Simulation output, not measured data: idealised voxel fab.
Proc. module: voxel released beams
The figure presents cross-section cut, which has a width of 180 nm and is divided into square cells with an edge length of 5 nm.
Notation: cross-section as square-cell grid; stated in bands, top first, going down; one or more cell rows per band.
What a band's entry tells you: where the top is and where the bottom is, as heights in nm, and after that what lies inside, material by material from left to right, each with its width in nm. Empty space is written as the word "empty", and a single material marked with the word "everywhere" occupies the band from edge to edge.
All heights in this document are referenced to 0, defined as the level beneath which the wafer, as received, consists entirely of one material. The lowest band is not bounded below; it extends indefinitely downward and is written in the form "0 and below".
Width "30 to 40": first value at the band's top row of cells, second value at its bottom row, equal change from row to row.
For the purposes of this document, the phrase "nothing different" attached to a step denotes that no cell within the cross-section was modified by that step.
"Unvented internal voids" enumerates empty spaces isolated from the top, with no open way to it, that contain at least 8 cells, giving each as width x height at distance from the left edge, all three in nm.
Where a step's line continues beyond its settings, the continuation is a remark by the simulator itself on that step.
overlay nm, on a step with a mask: how far to the right of its planned place the mask lay; to the left if negative

## Listed below are the process steps as planned
| 1 | RECEIVE, material Si |
| 2 | CONFORMAL_DEP, material SiN, thk nm 10 |
| 3 | DIRECTIONAL_DEP, material SiO2, thk nm 15 |
| 4 | PATTERN, tone open, mask id ANCHOR, material resist, width nm 35, thk nm 20, overlay nm 0 |
| 5 | DIRECTIONAL_ETCH, etch materials SiO2, depth nm 15 |
| 6 | STRIP, etch materials resist |
| 7 | CONFORMAL_DEP, material polySi, thk nm 10 |
| 8 | PATTERN, tone cover, mask id BEAM, material resist, width nm 110, thk nm 15, overlay nm 0 |
| 9 | DIRECTIONAL_ETCH, etch materials polySi, depth nm 10 |
| 10 | STRIP, etch materials resist |
| 11 | STRIP, etch materials SiO2 |

## Cross-section of the wafer upon arrival, representing the state reached after step 1
- 0 and below: Si everywhere
- Unvented internal voids: none

## Same starting wafer, same plan as above, one mistake in the execution; this is the cross-section at the end of the module
- 35 down to 25: empty (30) / polySi (110) / empty (40)
- 25 down to 15: SiN everywhere
- 15 down to 0: SiO2 everywhere
- 0 and below: Si everywhere
- Unvented internal voids: none
Deviation noted in wafer processing: plan vs actual: 2 and 3 interchanged
